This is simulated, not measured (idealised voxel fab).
A process module follows: voxel capacitor over wiring.
200 nm wide, 5 nm square cells: that's cross-section cut.
In this document a cross-section is written as a grid of square cells. It is given as a series of bands, listed from the top down, and a band is one or more rows of cells.
Band: top and bottom heights (nm) first, top before bottom; then materials from left to right, widths in nm. "throughout" marks a sole material filling the band edge to edge. "blank" denotes empty space.
Measure heights from 0. That's the level where, below it, the as-received wafer is all one material. The lowest band is bottomless and extends downward; write it as in "top 0, no bottom".
A two-number width, for instance "30 to 40", indicates that the width is equal to the first number in the top row of the band and to the second number in the bottom row, and that it changes by a constant amount per row of cells.
The designation "same as before", where it is given for a processing step, indicates that no cell of the cross-section was altered in the course of that step.
Listed in "Closed cavities": every empty space of 8 or more cells without an open way to the top. Form: width x height at distance, the distance being from the left edge, all in nm.
after a step's settings: what the simulator itself notes on the step
For masked steps, "overlay nm" on the step line gives how far right of plan the mask actually lay; a minus sign means it lay to the left.

These are the steps we planned for the process:
1: RECEIVE: material Si
2: CONFORMAL_DEP: material SiO2, thk nm 15
3: DIRECTIONAL_DEP: material TiN, thk nm 5
4: DIRECTIONAL_DEP: material W, thk nm 25
5: DIRECTIONAL_DEP: material aC, thk nm 15
6: PATTERN: tone cover, mask id METAL_1, material resist, width nm 25, pitch nm 95, thk nm 30, overlay nm -15
7: DIRECTIONAL_ETCH: etch materials aC, depth nm 15
8: STRIP: etch materials resist
9: DIRECTIONAL_ETCH: etch materials W, depth nm 25
10: DIRECTIONAL_ETCH: etch materials TiN, depth nm 5
11: STRIP: etch materials aC
12: FILL_DEP: material SiO2, thk nm 10
13: CMP: height nm 45
14: CONFORMAL_DEP: material SiCN, thk nm 5
15: DIRECTIONAL_DEP: material lowk, thk nm 20
16: DIRECTIONAL_DEP: material aC, thk nm 15
17: PATTERN: tone open, mask id PLUG_1, material resist, width nm 15, thk nm 30, overlay nm 0
18: DIRECTIONAL_ETCH: etch materials aC, depth nm 15
19: STRIP: etch materials resist
20: DIRECTIONAL_ETCH: etch materials lowk, depth nm 20
21: DIRECTIONAL_ETCH: etch materials SiCN, depth nm 5
22: STRIP: etch materials aC
23: CONFORMAL_DEP: material TiN, thk nm 5
24: FILL_DEP: material Cu, thk nm 5
25: CMP: height nm 70
26: DIRECTIONAL_DEP: material TiN, thk nm 10
27: DIRECTIONAL_DEP: material HfO2, thk nm 5
28: DIRECTIONAL_DEP: material TiN, thk nm 5
29: MASKED_ETCH: tone cover, mask id UPPER_PLATE, width nm 75, etch materials TiN, depth nm 5, overlay nm 0
30: MASKED_ETCH: tone cover, mask id UPPER_PLATE, width nm 75, etch materials HfO2, depth nm 5, overlay nm 0
31: MASKED_ETCH: tone cover, mask id LOWER_PLATE, width nm 85, etch materials TiN, depth nm 10, overlay nm 0
32: FILL_DEP: material SiO2, thk nm 15
33: CMP: height nm 100
34: PATTERN: tone open, mask id PLUG_2, material resist, width nm 15, thk nm 20, overlay nm 0
35: DIRECTIONAL_ETCH: etch materials SiO2, depth nm 10
36: STRIP: etch materials resist
37: CONFORMAL_DEP: material TiN, thk nm 5
38: FILL_DEP: material W, thk nm 5
39: CMP: height nm 100
40: CONFORMAL_DEP: material SiN, thk nm 5
The overlay nm used in step 6 is not the same on every wafer, whereas the starting condition is; the value printed in the plan is the first wafer's.

Cross-section of the first incoming wafer of several, state after step 1:
    top 0, no bottom  Si throughout
    Closed cavities: none

For your reference, the table is organized with a row per wafer; each row reflects the wafer at the end of the module, indicating for each material the cells gained (+) or lost (-) since receipt, and thereafter its closed voids:
overlay nm -15, +4 Cu, +15 HfO2, +37 SiCN, +40 SiN, +470 SiO2, +75 TiN, +51 W, +148 lowk, Closed cavities: none
overlay nm -10, +4 Cu, +15 HfO2, +37 SiCN, +40 SiN, +470 SiO2, +75 TiN, +51 W, +148 lowk, Closed cavities: none
overlay nm -5, +4 Cu, +15 HfO2, +37 SiCN, +40 SiN, +470 SiO2, +75 TiN, +51 W, +148 lowk, Closed cavities: none
overlay nm 0, +4 Cu, +15 HfO2, +37 SiCN, +40 SiN, +470 SiO2, +75 TiN, +51 W, +148 lowk, Closed cavities: none
overlay nm 5, +4 Cu, +15 HfO2, +37 SiCN, +40 SiN, +470 SiO2, +75 TiN, +51 W, +148 lowk, Closed cavities: none
overlay nm 10, +4 Cu, +15 HfO2, +37 SiCN, +40 SiN, +470 SiO2, +75 TiN, +51 W, +148 lowk, Closed cavities: none
overlay nm 15, +4 Cu, +15 HfO2, +37 SiCN, +40 SiN, +470 SiO2, +75 TiN, +51 W, +148 lowk, Closed cavities: none
